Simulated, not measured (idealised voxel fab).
Name of the process module below: voxel transistor to metal
Xsec cut, 280 nm wide, square cell size 5 nm.
In what follows, cross-sections appear as grids of square cells, described through bands that run from the top down, where every band is one or more rows of cells.
In this notation a band is specified by the heights of its top and bottom, in that order and in nm, after which its materials appear from left to right, each paired with its width in nm. The word "throughout" attached to a single material means that material fills the band from edge to edge; the word "air" stands for empty space.
Where do heights start? At 0: under that level the wafer as delivered is made of one material only. And the lowest band has no floor; it just carries on downward, as in "z 0 and below".
The width entry "30..40" should be interpreted row by row: the top row of cells in the band takes the first number, the bottom row takes the second number, and the change between adjacent rows is uniform throughout.
"nothing was modified" after a step means that no cell of the cross-section changed.
The entry "Enclosed void inventory" lists the empty spaces that cover at least 8 cells and have no open path to the top. Each is written as width x height at distance, where the distance is measured from the left edge and all three values are in nm.
On each step's line, the part that comes after the settings is the simulator's own comment on the step.
A step's line can hold "overlay nm"; with a mask on that step, the setting says how far right of the planned place the mask lay, while a negative setting says it lay to the left.

### Planned process steps
1 op RECEIVE | material Si
2 op CONFORMAL_DEP | material SiO2 | thk nm 5
3 op CONFORMAL_DEP | material SiN | thk nm 15
4 op DIRECTIONAL_DEP | material aC | thk nm 10
5 op PATTERN | tone cover | mask id ACTIVE | material resist | width nm 105 | pitch nm 125 | thk nm 25 | overlay nm 0
6 op DIRECTIONAL_ETCH | etch materials aC | depth nm 10
7 op STRIP | etch materials resist
8 op DIRECTIONAL_ETCH | etch materials SiN | depth nm 15
9 op DIRECTIONAL_ETCH | etch materials SiO2 | depth nm 5
10 op DIRECTIONAL_ETCH | etch materials Si | depth nm 30
11 op STRIP | etch materials aC
12 op FILL_DEP | material SiO2 | thk nm 5
13 op CMP | height nm 20
14 op SELECTIVE_ETCH | etch materials SiO2 | depth nm 15
15 op STRIP | etch materials SiN
16 op SELECTIVE_ETCH | etch materials SiO2 | depth nm 5
17 op OXIDIZE | depth nm 5
18 op DIRECTIONAL_DEP | material polySi | thk nm 30
19 op DIRECTIONAL_DEP | material SiCN | thk nm 15
20 op PATTERN | tone cover | mask id GATE | material resist | width nm 25 | pitch nm 125 | thk nm 15 | overlay nm 0
21 op DIRECTIONAL_ETCH | etch materials SiCN | depth nm 25
22 op DIRECTIONAL_ETCH | etch materials polySi | depth nm 40
23 op STRIP | etch materials resist
24 op CONFORMAL_DEP | material SiO2 | thk nm 5
25 op DIRECTIONAL_ETCH | etch materials SiO2 | depth nm 5
26 op CONFORMAL_DEP | material SiN | thk nm 10
27 op DIRECTIONAL_ETCH | etch materials SiN | depth nm 10
28 op DIRECTIONAL_ETCH | etch materials SiO2 | depth nm 5
29 op DIRECTIONAL_ETCH | etch materials Si | depth nm 15
30 op EPI | material SiGe | thk nm 20
31 op FILL_DEP | material SiO2 | thk nm 10
32 op CMP | height nm 45
33 op DIRECTIONAL_DEP | material SiO2 | thk nm 10
34 op DIRECTIONAL_DEP | material aC | thk nm 10
35 op PATTERN | tone open | mask id CONTACT | material resist | width nm 30 | thk nm 25 | overlay nm 0
36 op DIRECTIONAL_ETCH | etch materials aC | depth nm 10
37 op STRIP | etch materials resist
38 op DIRECTIONAL_ETCH | etch materials SiO2 | depth nm 40
39 op STRIP | etch materials aC
40 op CONFORMAL_DEP | material TiN | thk nm 5
41 op FILL_DEP | material W | thk nm 10
42 op CMP | height nm 55
43 op DIRECTIONAL_DEP | material TiN | thk nm 5
44 op DIRECTIONAL_DEP | material Ru | thk nm 20
45 op DIRECTIONAL_DEP | material aC | thk nm 10
46 op PATTERN | tone cover | mask id METAL_1 | material resist | width nm 20 | thk nm 25 | overlay nm 0
47 op DIRECTIONAL_ETCH | etch materials aC | depth nm 10
48 op STRIP | etch materials resist
49 op DIRECTIONAL_ETCH | etch materials Ru | depth nm 20
50 op DIRECTIONAL_ETCH | etch materials TiN | depth nm 5
51 op STRIP | etch materials aC
52 op FILL_DEP | material SiO2 | thk nm 5
53 op CMP | height nm 80
54 op CONFORMAL_DEP | material SiN | thk nm 5

### Here's what the wafer looked like in cross-section when it arrived - that's after step 1
  z 0 and below  Si throughout
  Enclosed void inventory: none

### The cross-section shown corresponds to the wafer at the conclusion of the module. The initial structure and the process plan are those presented above; however, one mistake occurred in executing the plan
  z 85 to 80  SiN throughout
  z 80 to 60  30 SiO2, then 20 Ru, then 55 SiO2, then 20 Ru, then 30 SiO2, then 20 Ru, then 55 SiO2, then 20 Ru, then 30 SiO2
  z 60 to 55  30 SiO2, then 20 TiN, then 55 SiO2, then 20 TiN, then 30 SiO2, then 20 TiN, then 55 SiO2, then 20 TiN, then 30 SiO2
  z 55 to 45  30 SiO2, then 5 TiN, then 20 W, then 5 TiN, then 35 SiO2, then 5 TiN, then 20 W, then 5 TiN, then 30 SiO2, then 5 TiN, then 20 W, then 5 TiN, then 35 SiO2, then 5 TiN, then 20 W, then 5 TiN, then 30 SiO2
  z 45 to 30  30 SiO2, then 5 TiN, then 20 W, then 5 TiN, then 5 SiO2, then 25 SiCN, then 5 SiO2, then 5 TiN, then 20 W, then 5 TiN, then 30 SiO2, then 5 TiN, then 20 W, then 5 TiN, then 5 SiO2, then 25 SiCN, then 5 SiO2, then 5 TiN, then 20 W, then 5 TiN, then 30 SiO2
  z 30 to 20  30 SiO2, then 5 TiN, then 20 W, then 5 TiN, then 5 SiO2, then 25 polySi, then 5 SiO2, then 5 TiN, then 20 W, then 5 TiN, then 30 SiO2, then 5 TiN, then 20 W, then 5 TiN, then 5 SiO2, then 25 polySi, then 5 SiO2, then 5 TiN, then 20 W, then 5 TiN, then 30 SiO2
  z 20 to 15  30 SiO2, then 30 TiN, then 5 SiO2, then 25 polySi, then 5 SiO2, then 30 TiN, then 30 SiO2, then 30 TiN, then 5 SiO2, then 25 polySi, then 5 SiO2, then 30 TiN, then 30 SiO2
  z 15 to 0  40 SiO2, then 20 SiGe, then 5 SiO2, then 25 polySi, then 5 SiO2, then 20 SiGe, then 50 SiO2, then 20 SiGe, then 5 SiO2, then 25 polySi, then 5 SiO2, then 20 SiGe, then 40 SiO2
  z 0 to -5  20 SiO2, then 40 SiGe, then 35 SiO2, then 40 SiGe, then 10 SiO2, then 40 SiGe, then 35 SiO2, then 40 SiGe, then 20 SiO2
  z -5 to -20  25 SiO2, then 35 SiGe, then 35 Si, then 35 SiGe, then 20 SiO2, then 35 SiGe, then 35 Si, then 35 SiGe, then 25 SiO2
  z -20 to -30  25 SiO2, then 105 Si, then 20 SiO2, then 105 Si, then 25 SiO2
  z -30 and below  Si throughout
  Enclosed void inventory: none
Deviation noted in wafer processing: step 26 was dropped from the plan's execution and never run
